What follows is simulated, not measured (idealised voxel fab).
This is a process module. Its name is voxel wiring stack.
Cross-section cut spans 265 nm and uses square cells 5 nm in size.
Cross-sections here: square-cell grids, written as top-down lists of bands, a band being one or more rows of cells.
Within each band entry, the heights of the top and of the bottom of the band appear first, in that order and in nm; the materials of the band then follow from left to right, each with its corresponding width in nm. The designation "everywhere" on a single material indicates that it fills the band from edge to edge; the designation "blank" indicates empty space.
Height 0 is the level under which the wafer as received is all one material. The lowest band goes on downwards, as in "0 nm and below".
Width spec "30 to 40" -> top row of cells at first value, bottom row at second value, equal per-row change in between.
Where the words "nothing was modified" appear for a step, the cross-section shows no cell changed by that step; every cell remained as before.
Reported under the label "Enclosed void listing" are the empty spaces having no open way to the top and comprising 8 cells or more; the notation for each is width x height at distance, in which the distance is measured from the left edge and all three values are in nm.
Post-settings text on a step line: simulator's own remark regarding the step.
The "overlay nm" setting may appear on a step's line; for a step that uses a mask, it gives how far to the right of its planned position the mask lay, and a negative value indicates the left.

[plan]
1,RECEIVE | material Si
2,CONFORMAL_DEP | material SiO2 | thk nm 10
3,CONFORMAL_DEP | material SiCN | thk nm 5
4,DIRECTIONAL_DEP | material lowk | thk nm 25
5,PATTERN | tone open | mask id METAL_1 | material resist | width nm 20 | pitch nm 45 | thk nm 20 | overlay nm 0
6,DIRECTIONAL_ETCH | etch materials lowk | depth nm 25
7,DIRECTIONAL_ETCH | etch materials SiCN | depth nm 5
8,STRIP | etch materials resist
9,CONFORMAL_DEP | material TiN | thk nm 5
10,FILL_DEP | material Cu | thk nm 10
11,CMP | height nm 40
12,CONFORMAL_DEP | material SiCN | thk nm 5
13,DIRECTIONAL_DEP | material lowk | thk nm 30
14,MASKED_ETCH | tone open | mask id METAL_2 | width nm 20 | pitch nm 45 | etch materials lowk | depth nm 15 | overlay nm 0
15,DIRECTIONAL_DEP | material aC | thk nm 10
16,PATTERN | tone open | mask id METAL_2_HOLES | material resist | width nm 15 | pitch nm 45 | thk nm 30 | overlay nm 0
17,DIRECTIONAL_ETCH | etch materials aC | depth nm 10
18,STRIP | etch materials resist
19,DIRECTIONAL_ETCH | etch materials lowk | depth nm 15
20,DIRECTIONAL_ETCH | etch materials SiCN | depth nm 5
21,STRIP | etch materials aC
22,CONFORMAL_DEP | material TiN | thk nm 5
23,FILL_DEP | material Cu | thk nm 10
24,CMP | height nm 75
25,CONFORMAL_DEP | material SiCN | thk nm 5
26,DIRECTIONAL_DEP | material SiO2 | thk nm 15
27,DIRECTIONAL_DEP | material aC | thk nm 15
28,PATTERN | tone open | mask id PLUG_2 | material resist | width nm 15 | pitch nm 90 | thk nm 35 | overlay nm 0
29,DIRECTIONAL_ETCH | etch materials aC | depth nm 15
30,STRIP | etch materials resist
31,DIRECTIONAL_ETCH | etch materials SiO2 | depth nm 15
32,DIRECTIONAL_ETCH | etch materials SiCN | depth nm 5
33,STRIP | etch materials aC
34,EPI | material Ru | thk nm 10
35,EPI | material Ru | thk nm 10
36,DIRECTIONAL_DEP | material TiN | thk nm 5
37,DIRECTIONAL_DEP | material Ru | thk nm 25
38,MASKED_ETCH | tone cover | mask id METAL_3 | width nm 20 | pitch nm 45 | etch materials Ru | depth nm 25 | overlay nm 0
39,MASKED_ETCH | tone cover | mask id METAL_3 | width nm 20 | pitch nm 45 | etch materials TiN | depth nm 5 | overlay nm 0
40,FILL_DEP | material SiO2 | thk nm 10
41,CMP | height nm 125
42,CONFORMAL_DEP | material SiCN | thk nm 5
43,DIRECTIONAL_DEP | material lowk | thk nm 25
44,MASKED_ETCH | tone open | mask id METAL_4_HOLES | width nm 15 | pitch nm 45 | etch materials lowk | depth nm 25 | overlay nm 0
45,PATTERN | tone open | mask id METAL_4 | material resist | width nm 20 | pitch nm 45 | thk nm 15 | overlay nm 0
46,DIRECTIONAL_ETCH | etch materials lowk | depth nm 15
47,DIRECTIONAL_ETCH | etch materials SiCN | depth nm 5
48,STRIP | etch materials resist
49,CONFORMAL_DEP | material TiN | thk nm 5
50,FILL_DEP | material Cu | thk nm 10
51,CMP | height nm 155
52,CONFORMAL_DEP | material SiN | thk nm 5

[Incoming wafer, cross-sectional view, post step 1]
- 0 nm and below | Si everywhere
- Enclosed void listing: none

[First of two wafers: cross-section at end of module, run per plan]
- 160 nm to 155 nm | SiN everywhere
- 155 nm to 145 nm | 55 lowk, then 5 TiN, then 10 Cu, then 5 TiN, then 25 lowk, then 5 TiN, then 10 Cu, then 5 TiN, then 25 lowk, then 5 TiN, then 10 Cu, then 5 TiN, then 25 lowk, then 5 TiN, then 10 Cu, then 5 TiN, then 55 lowk
- 145 nm to 140 nm | 55 lowk, then 5 TiN, then 5 Cu, then 10 TiN, then 25 lowk, then 5 TiN, then 5 Cu, then 10 TiN, then 25 lowk, then 5 TiN, then 5 Cu, then 10 TiN, then 25 lowk, then 5 TiN, then 5 Cu, then 10 TiN, then 55 lowk
- 140 nm to 130 nm | 55 lowk, then 5 TiN, then 5 Cu, then 5 TiN, then 30 lowk, then 5 TiN, then 5 Cu, then 5 TiN, then 30 lowk, then 5 TiN, then 5 Cu, then 5 TiN, then 30 lowk, then 5 TiN, then 5 Cu, then 5 TiN, then 60 lowk
- 130 nm to 125 nm | 55 SiCN, then 15 TiN, then 30 SiCN, then 15 TiN, then 30 SiCN, then 15 TiN, then 30 SiCN, then 15 TiN, then 60 SiCN
- 125 nm to 100 nm | 55 SiO2, then 20 Ru, then 25 SiO2, then 20 Ru, then 25 SiO2, then 20 Ru, then 25 SiO2, then 20 Ru, then 55 SiO2
- 100 nm to 95 nm | 55 SiO2, then 20 TiN, then 25 SiO2, then 20 TiN, then 25 SiO2, then 20 TiN, then 25 SiO2, then 20 TiN, then 55 SiO2
- 95 nm to 80 nm | 55 SiO2, then 15 Ru, then 75 SiO2, then 15 Ru, then 105 SiO2
- 80 nm to 75 nm | 55 SiCN, then 15 Ru, then 75 SiCN, then 15 Ru, then 105 SiCN
- 75 nm to 65 nm | 55 lowk, then 5 TiN, then 10 Cu, then 5 TiN, then 25 lowk, then 5 TiN, then 10 Cu, then 5 TiN, then 25 lowk, then 5 TiN, then 10 Cu, then 5 TiN, then 25 lowk, then 5 TiN, then 10 Cu, then 5 TiN, then 55 lowk
- 65 nm to 60 nm | 55 lowk, then 5 TiN, then 5 Cu, then 10 TiN, then 25 lowk, then 5 TiN, then 5 Cu, then 10 TiN, then 25 lowk, then 5 TiN, then 5 Cu, then 10 TiN, then 25 lowk, then 5 TiN, then 5 Cu, then 10 TiN, then 55 lowk
- 60 nm to 45 nm | 55 lowk, then 5 TiN, then 5 Cu, then 5 TiN, then 30 lowk, then 5 TiN, then 5 Cu, then 5 TiN, then 30 lowk, then 5 TiN, then 5 Cu, then 5 TiN, then 30 lowk, then 5 TiN, then 5 Cu, then 5 TiN, then 60 lowk
- 45 nm to 40 nm | 55 SiCN, then 15 TiN, then 30 SiCN, then 15 TiN, then 30 SiCN, then 15 TiN, then 30 SiCN, then 15 TiN, then 60 SiCN
- 40 nm to 15 nm | 55 lowk, then 5 TiN, then 10 Cu, then 5 TiN, then 25 lowk, then 5 TiN, then 10 Cu, then 5 TiN, then 25 lowk, then 5 TiN, then 10 Cu, then 5 TiN, then 25 lowk, then 5 TiN, then 10 Cu, then 5 TiN, then 55 lowk
- 15 nm to 10 nm | 55 SiCN, then 20 TiN, then 25 SiCN, then 20 TiN, then 25 SiCN, then 20 TiN, then 25 SiCN, then 20 TiN, then 55 SiCN
- 10 nm to 0 nm | SiO2 everywhere
- 0 nm and below | Si everywhere
- Enclosed void listing: none

[Cross-sectional view of the second of two wafers upon completion of the module. This wafer shared its starting condition and process plan with the first; one error was made during its execution]
- 160 nm to 155 nm | SiN everywhere
- 155 nm to 145 nm | 55 lowk, then 5 Ru, then 10 Cu, then 5 Ru, then 25 lowk, then 5 Ru, then 10 Cu, then 5 Ru, then 25 lowk, then 5 Ru, then 10 Cu, then 5 Ru, then 25 lowk, then 5 Ru, then 10 Cu, then 5 Ru, then 55 lowk
- 145 nm to 140 nm | 55 lowk, then 5 Ru, then 5 Cu, then 10 Ru, then 25 lowk, then 5 Ru, then 5 Cu, then 10 Ru, then 25 lowk, then 5 Ru, then 5 Cu, then 10 Ru, then 25 lowk, then 5 Ru, then 5 Cu, then 10 Ru, then 55 lowk
- 140 nm to 130 nm | 55 lowk, then 5 Ru, then 5 Cu, then 5 Ru, then 30 lowk, then 5 Ru, then 5 Cu, then 5 Ru, then 30 lowk, then 5 Ru, then 5 Cu, then 5 Ru, then 30 lowk, then 5 Ru, then 5 Cu, then 5 Ru, then 60 lowk
- 130 nm to 125 nm | 55 SiCN, then 15 Ru, then 30 SiCN, then 15 Ru, then 30 SiCN, then 15 Ru, then 30 SiCN, then 15 Ru, then 60 SiCN
- 125 nm to 100 nm | 55 SiO2, then 20 Ru, then 25 SiO2, then 20 Ru, then 25 SiO2, then 20 Ru, then 25 SiO2, then 20 Ru, then 55 SiO2
- 100 nm to 95 nm | 55 SiO2, then 20 TiN, then 25 SiO2, then 20 TiN, then 25 SiO2, then 20 TiN, then 25 SiO2, then 20 TiN, then 55 SiO2
- 95 nm to 80 nm | 55 SiO2, then 15 Ru, then 75 SiO2, then 15 Ru, then 105 SiO2
- 80 nm to 75 nm | 55 SiCN, then 15 Ru, then 75 SiCN, then 15 Ru, then 105 SiCN
- 75 nm to 65 nm | 55 lowk, then 5 TiN, then 10 Cu, then 5 TiN, then 25 lowk, then 5 TiN, then 10 Cu, then 5 TiN, then 25 lowk, then 5 TiN, then 10 Cu, then 5 TiN, then 25 lowk, then 5 TiN, then 10 Cu, then 5 TiN, then 55 lowk
- 65 nm to 60 nm | 55 lowk, then 5 TiN, then 5 Cu, then 10 TiN, then 25 lowk, then 5 TiN, then 5 Cu, then 10 TiN, then 25 lowk, then 5 TiN, then 5 Cu, then 10 TiN, then 25 lowk, then 5 TiN, then 5 Cu, then 10 TiN, then 55 lowk
- 60 nm to 45 nm | 55 lowk, then 5 TiN, then 5 Cu, then 5 TiN, then 30 lowk, then 5 TiN, then 5 Cu, then 5 TiN, then 30 lowk, then 5 TiN, then 5 Cu, then 5 TiN, then 30 lowk, then 5 TiN, then 5 Cu, then 5 TiN, then 60 lowk
- 45 nm to 40 nm | 55 SiCN, then 15 TiN, then 30 SiCN, then 15 TiN, then 30 SiCN, then 15 TiN, then 30 SiCN, then 15 TiN, then 60 SiCN
- 40 nm to 15 nm | 55 lowk, then 5 TiN, then 10 Cu, then 5 TiN, then 25 lowk, then 5 TiN, then 10 Cu, then 5 TiN, then 25 lowk, then 5 TiN, then 10 Cu, then 5 TiN, then 25 lowk, then 5 TiN, then 10 Cu, then 5 TiN, then 55 lowk
- 15 nm to 10 nm | 55 SiCN, then 20 TiN, then 25 SiCN, then 20 TiN, then 25 SiCN, then 20 TiN, then 25 SiCN, then 20 TiN, then 55 SiCN
- 10 nm to 0 nm | SiO2 everywhere
- 0 nm and below | Si everywhere
- Enclosed void listing: none
What broke from the plan during processing? rather than as planned, step 49 actually ran as CONFORMAL_DEP | material Ru | thk nm 5
Bottom line after processing is that, in cells, the second wafer is up or down on some materials versus the first: Ru +56; TiN -56
